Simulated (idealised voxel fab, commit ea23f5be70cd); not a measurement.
A process module follows: voxel self aligned contacts.
FYI the section here is cut, 235 nm wide, cells are 5 nm squares.
A cross-section is a grid of square cells, given in bands from the top down. A band is one or more rows of cells.
Band: top and bottom heights (nm) first, top before bottom; then materials from left to right, widths in nm. "all across" marks a sole material filling the band edge to edge. "blank" denotes empty space.
Below 0: as-received wafer, all one material; heights counted from there. Lowest band: no bottom, goes on down, written "0 down".
It should be noted that a width expressed as "30 to 40" varies in equal increments from row to row of cells within the band, taking the value of the first number at the top row and that of the second number at the bottom row.
"no change" after a step means that no cell of the cross-section changed.
The entry titled "Sealed-off cavities" provides the empty spaces that have no open way to the top, restricted to those of 8 cells or more. Each is presented as width x height at distance, the distance being measured from the left edge, with all three in nm.
Read whatever lies past the settings on a step's line as the simulator's own remark about the step.
"overlay nm", when on a step's line for a step with a mask, measures how far to the right of its planned place the mask lay; a negative measure means to the left.

**Here's what the planned process steps look like**
1. op RECEIVE | material Si
2. op OXIDIZE | depth nm 5
3. op DIRECTIONAL_DEP | material polySi | thk nm 25
4. op DIRECTIONAL_DEP | material SiN | thk nm 15
5. op PATTERN | tone cover | mask id GATE | material resist | width nm 15 | pitch nm 60 | thk nm 15 | overlay nm 0
6. op DIRECTIONAL_ETCH | etch materials SiN | depth nm 15
7. op DIRECTIONAL_ETCH | etch materials polySi | depth nm 25
8. op STRIP | etch materials resist
9. op CONFORMAL_DEP | material SiN | thk nm 5
10. op DIRECTIONAL_ETCH | etch materials SiN | depth nm 5
11. op FILL_DEP | material SiO2 | thk nm 15
12. op CMP | height nm 45
13. op PATTERN | tone open | mask id CONTACT | material resist | width nm 45 | pitch nm 60 | thk nm 15 | overlay nm 0
14. op DIRECTIONAL_ETCH | etch materials SiO2 | depth nm 50
15. op STRIP | etch materials resist
16. op CONFORMAL_DEP | material TiN | thk nm 5
17. op FILL_DEP | material W | thk nm 5
18. op CMP | height nm 45
19. op CONFORMAL_DEP | material SiN | thk nm 5
The plan's step 5 width nm is the first wafer's value; the wafers differ in this setting and start identical.

**Cross-section, first of several wafers, as delivered after step 1**
> 0 down: Si all across
> Sealed-off cavities: none

**Module finished, last step 19 done: cross-section of the first of several wafers**
> 50 to 45: SiN all across
> 45 to 40: SiO2=65 / TiN=10 / W=25 / TiN=10 / SiO2=15 / TiN=10 / W=25 / TiN=10 / SiO2=65
> 40 to 25: SiO2=45 / SiN=25 / TiN=5 / W=25 / TiN=5 / SiN=25 / TiN=5 / W=25 / TiN=5 / SiN=25 / SiO2=45
> 25 to 0: SiO2=45 / SiN=5 / polySi=15 / SiN=5 / TiN=5 / W=25 / TiN=5 / SiN=5 / polySi=15 / SiN=5 / TiN=5 / W=25 / TiN=5 / SiN=5 / polySi=15 / SiN=5 / SiO2=45
> 0 to -5: SiO2=70 / TiN=35 / SiO2=25 / TiN=35 / SiO2=70
> -5 down: Si all across
> Sealed-off cavities: none

**X-section, last wafer, module end**
> 50 to 45: SiN all across
> 45 to 40: SiO2=65 / TiN=45 / SiO2=15 / TiN=45 / SiO2=65
> 40 to 25: SiO2=35 / SiN=50 / TiN=10 / SiN=50 / TiN=10 / SiN=50 / SiO2=30
> 25 to 0: SiO2=35 / SiN=5 / polySi=40 / SiN=5 / TiN=10 / SiN=5 / polySi=40 / SiN=5 / TiN=10 / SiN=5 / polySi=40 / SiN=5 / SiO2=30
> 0 to -5: SiO2=85 / TiN=10 / SiO2=50 / TiN=10 / SiO2=80
> -5 down: Si all across
> Sealed-off cavities: none

**Below, a row for every wafer. Read it as the end-of-module picture: for each material the wafer shows its cells gained (+) or lost (-) since it was received, and then its closed voids**
width nm 15; -47 Si; +122 SiN; +206 SiO2; +54 TiN; +90 W; +45 polySi; Sealed-off cavities: none
width nm 20; -47 Si; +131 SiN; +200 SiO2; +54 TiN; +72 W; +60 polySi; Sealed-off cavities: none
width nm 25; -47 Si; +140 SiN; +194 SiO2; +54 TiN; +54 W; +75 polySi; Sealed-off cavities: none
width nm 30; -47 Si; +149 SiN; +188 SiO2; +54 TiN; +36 W; +90 polySi; Sealed-off cavities: none
width nm 35; -47 Si; +158 SiN; +182 SiO2; +54 TiN; +18 W; +105 polySi; Sealed-off cavities: none
width nm 40; -47 Si; +167 SiN; +176 SiO2; +54 TiN; +120 polySi; Sealed-off cavities: none
